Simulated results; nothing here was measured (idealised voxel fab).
The process module presented herein is designated voxel capacitor over wiring.
Cross-section cut spans 155 nm and uses square cells 5 nm in size.
In this document a cross-section is written as a grid of square cells. It is given as a series of bands, listed from the top down, and a band is one or more rows of cells.
The entry gives the band's vertical extent as a top height and a bottom height in nm, then its horizontal make-up as materials from left to right, each with a width in nm. "blank" stands for empty space; a single material marked "edge to edge" fills the band edge to edge.
Heights are expressed relative to 0, this being the level below which the as-received wafer comprises one material exclusively. The lowest band is unbounded in the downward direction and is denoted as in "0 and below".
The expression "30 to 40" gives the width at the extremes of the band, the first number at its top row of cells and the second at its bottom row, with the width changing by equal amounts from each row to the next in between.
"no alteration" after a step means that no cell of the cross-section changed.
Under "Voids lacking openings" you'll find the enclosed gaps, the ones with no way out to the top, that are 8 cells or bigger; each reads width x height at distance, with distance counted from the left edge, everything in nm.
Anything after a step's settings on that line? It's the simulator's own note about the step.
overlay nm, on a step with a mask: how far to the right of its planned place the mask lay; to the left if negative

List of planned process steps:
step 1: RECEIVE,material Si
step 2: CONFORMAL_DEP,material SiO2,thk nm 10
step 3: CONFORMAL_DEP,material SiN,thk nm 5
step 4: DIRECTIONAL_DEP,material SiO2,thk nm 25
step 5: DIRECTIONAL_DEP,material aC,thk nm 15
step 6: PATTERN,tone open,mask id METAL_1,material resist,width nm 20,pitch nm 85,thk nm 30,overlay nm 0
step 7: DIRECTIONAL_ETCH,etch materials aC,depth nm 15
step 8: STRIP,etch materials resist
step 9: DIRECTIONAL_ETCH,etch materials SiO2,depth nm 25
step 10: DIRECTIONAL_ETCH,etch materials SiN,depth nm 5
step 11: STRIP,etch materials aC
step 12: CONFORMAL_DEP,material TiN,thk nm 5
step 13: FILL_DEP,material Cu,thk nm 5
step 14: CMP,height nm 40
step 15: CONFORMAL_DEP,material SiCN,thk nm 5
step 16: DIRECTIONAL_DEP,material SiO2,thk nm 15
step 17: DIRECTIONAL_DEP,material aC,thk nm 15
step 18: PATTERN,tone open,mask id PLUG_1,material resist,width nm 15,thk nm 30,overlay nm 0
step 19: DIRECTIONAL_ETCH,etch materials aC,depth nm 15
step 20: STRIP,etch materials resist
step 21: DIRECTIONAL_ETCH,etch materials SiO2,depth nm 15
step 22: DIRECTIONAL_ETCH,etch materials SiCN,depth nm 5
step 23: STRIP,etch materials aC
step 24: EPI,material Ru,thk nm 10
step 25: EPI,material Ru,thk nm 10
step 26: DIRECTIONAL_DEP,material TiN,thk nm 10
step 27: DIRECTIONAL_DEP,material SiN,thk nm 5
step 28: DIRECTIONAL_DEP,material TiN,thk nm 5
step 29: PATTERN,tone cover,mask id UPPER_PLATE,material resist,width nm 70,thk nm 15,overlay nm 0
step 30: DIRECTIONAL_ETCH,etch materials TiN,depth nm 5
step 31: DIRECTIONAL_ETCH,etch materials SiN,depth nm 5
step 32: STRIP,etch materials resist
step 33: MASKED_ETCH,tone cover,mask id LOWER_PLATE,width nm 80,etch materials TiN,depth nm 10,overlay nm 0
step 34: FILL_DEP,material SiO2,thk nm 15
step 35: CMP,height nm 90
step 36: MASKED_ETCH,tone open,mask id PLUG_2,width nm 15,etch materials SiO2,depth nm 10,overlay nm 0
step 37: CONFORMAL_DEP,material TiN,thk nm 5
step 38: FILL_DEP,material Ru,thk nm 10
step 39: CMP,height nm 90
step 40: CONFORMAL_DEP,material SiCN,thk nm 5

Wafer at receipt (post step 1), cross-section:
0 and below  Si edge to edge
Voids lacking openings: none

First of two wafers, end-of-module section, run followed plan:
95 down to 90  SiCN edge to edge
90 down to 85  40 SiO2 / 5 TiN / 5 Ru / 5 TiN / 100 SiO2
85 down to 75  40 to 30 SiO2 / 15 to 70 TiN / 100 to 55 SiO2
75 down to 70  30 SiO2 / 70 SiN / 55 SiO2
70 down to 60  25 SiO2 / 80 TiN / 50 SiO2
60 down to 45  30 SiO2 / 15 Ru / 110 SiO2
45 down to 40  30 SiCN / 15 Ru / 110 SiCN
40 down to 15  25 SiO2 / 5 TiN / 10 Cu / 5 TiN / 65 SiO2 / 5 TiN / 10 Cu / 5 TiN / 25 SiO2
15 down to 10  25 SiN / 20 TiN / 65 SiN / 20 TiN / 25 SiN
10 down to 0  SiO2 edge to edge
0 and below  Si edge to edge
Voids lacking openings: none

Cross-section of the latter of the two wafers at module completion. It had an identical start and an identical plan to the former; in running it, one mistake was made:
95 down to 90  SiCN edge to edge
90 down to 85  40 SiO2 / 5 TiN / 5 Ru / 5 TiN / 100 SiO2
85 down to 75  40 to 30 SiO2 / 15 to 70 TiN / 100 to 55 SiO2
75 down to 70  30 SiO2 / 70 SiN / 55 SiO2
70 down to 60  30 SiO2 / 80 TiN / 45 SiO2
60 down to 45  30 SiO2 / 15 Ru / 110 SiO2
45 down to 40  30 SiCN / 15 Ru / 110 SiCN
40 down to 15  25 SiO2 / 5 TiN / 10 Cu / 5 TiN / 65 SiO2 / 5 TiN / 10 Cu / 5 TiN / 25 SiO2
15 down to 10  25 SiN / 20 TiN / 65 SiN / 20 TiN / 25 SiN
10 down to 0  SiO2 edge to edge
0 and below  Si edge to edge
Voids lacking openings: none
It is concluded that the wafer was processed incorrectly with respect to the plan, in that for step 33, the planned setting was not used; the step was instead run as MASKED_ETCH,tone cover,mask id LOWER_PLATE,width nm 80,etch materials TiN,depth nm 10,overlay nm 5
At the end, each material covers as many cells on the second wafer as it does on the first, though the cells it covers are elsewhere.
